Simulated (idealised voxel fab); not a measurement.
voxel gate over fins: a process module
We display cut, a cross-section 210 nm in width whose square cells are each 5 nm.
Heads up, the way a cross-section reads in here is a grid of square cells, handed over as bands from the top down, with every band being one or more rows of cells. First you get the band's top height and its bottom height, in nm, and then the materials it's made of, left to right, with each width in nm. If you see a single material with "edge to edge", that one covers the band edge to edge. "blank" is empty space. All heights in this document are referenced to 0, defined as the level beneath which the wafer, as received, consists entirely of one material. The lowest band is not bounded below; it extends indefinitely downward and is written in the form "from 0 down". When a width is written as two numbers, as in "30->40", the first number is the width in the top row of cells of the band and the second is the width in its bottom row, and the width changes by the same amount from each row to the next. Any step labelled "no change occurred" changed none of the cells in the cross-section. Enclosed voids (no open way to top), threshold 8 cells or more, entry "closed voids", notation width x height at distance, distance from left edge, nm. Past the settings on a step's line: simulator remark, on that step. You can add "overlay nm" to a step's line. For a step with a mask, it describes how far the mask lay to the right of its planned position, and a negative number describes a lay to the left.
[Process steps (planned)]
- 1: RECEIVE (material Si)
- 2: CONFORMAL_DEP (material SiN; thk nm 5)
- 3: DIRECTIONAL_DEP (material aC; thk nm 10)
- 4: PATTERN (tone cover; mask id FINS; material resist; width nm 15; pitch nm 40; thk nm 30; overlay nm 0)
- 5: DIRECTIONAL_ETCH (etch materials aC; depth nm 10)
- 6: STRIP (etch materials resist)
- 7: DIRECTIONAL_ETCH (etch materials SiN; depth nm 5)
- 8: DIRECTIONAL_ETCH (etch materials Si; depth nm 40)
- 9: STRIP (etch materials aC)
- 10: OXIDIZE (depth nm 5)
- 11: FILL_DEP (material SiO2; thk nm 10)
- 12: CMP (height nm 5)
- 13: SELECTIVE_ETCH (etch materials SiO2; depth nm 20)
- 14: STRIP (etch materials SiN)
- 15: CONFORMAL_DEP (material HfO2; thk nm 5)
- 16: CONFORMAL_DEP (material TiN; thk nm 5)
- 17: CONFORMAL_DEP (material TiAl; thk nm 5)
- 18: CONFORMAL_DEP (material TiN; thk nm 5)
- 19: FILL_DEP (material W; thk nm 10)
- 20: CMP (height nm 25)
- 21: CONFORMAL_DEP (material SiN; thk nm 10)
[Cross-section of the wafer at receipt, which is the condition after step 1]
- from 0 down: Si edge to edge
- closed voids: none
[Same starting wafer, same plan as above, one mistake in the execution; this is the cross-section at the end of the module]
- from 35 to 25: SiN edge to edge
- from 25 to 20: W edge to edge
- from 20 to 15: W=55, TiN=95, W=60
- from 15 to 10: W=55, TiN=5, TiAl=85, TiN=5, W=60
- from 10 to 5: W=55, TiN=5, TiAl=5, TiN=35, TiAl=5, TiN=35, TiAl=5, TiN=5, W=60
- from 5 to 0: TiN=60, TiAl=5, TiN=5, HfO2=25, TiN=5, TiAl=5, TiN=5, HfO2=25, TiN=5, TiAl=5, TiN=65
- from 0 to -5: TiAl=65, TiN=5, HfO2=5, Si=15, HfO2=5, TiN=5, TiAl=5, TiN=5, HfO2=5, Si=15, HfO2=5, TiN=5, TiAl=70
- from -5 to -10: TiN=70, HfO2=5, Si=15, HfO2=5, TiN=15, HfO2=5, Si=15, HfO2=5, TiN=75
- from -10 to -15: HfO2=75, Si=15, HfO2=25, Si=15, HfO2=80
- from -15 to -45: SiO2=75, Si=15, SiO2=25, Si=15, SiO2=80
- from -45 down: Si edge to edge
- closed voids: none
In executing the process, a mistake was made relative to the plan: step 4: run off-plan, actual operation and settings PATTERN (tone cover; mask id FINS; material resist; width nm 25; pitch nm 40; thk nm 30; overlay nm 0)
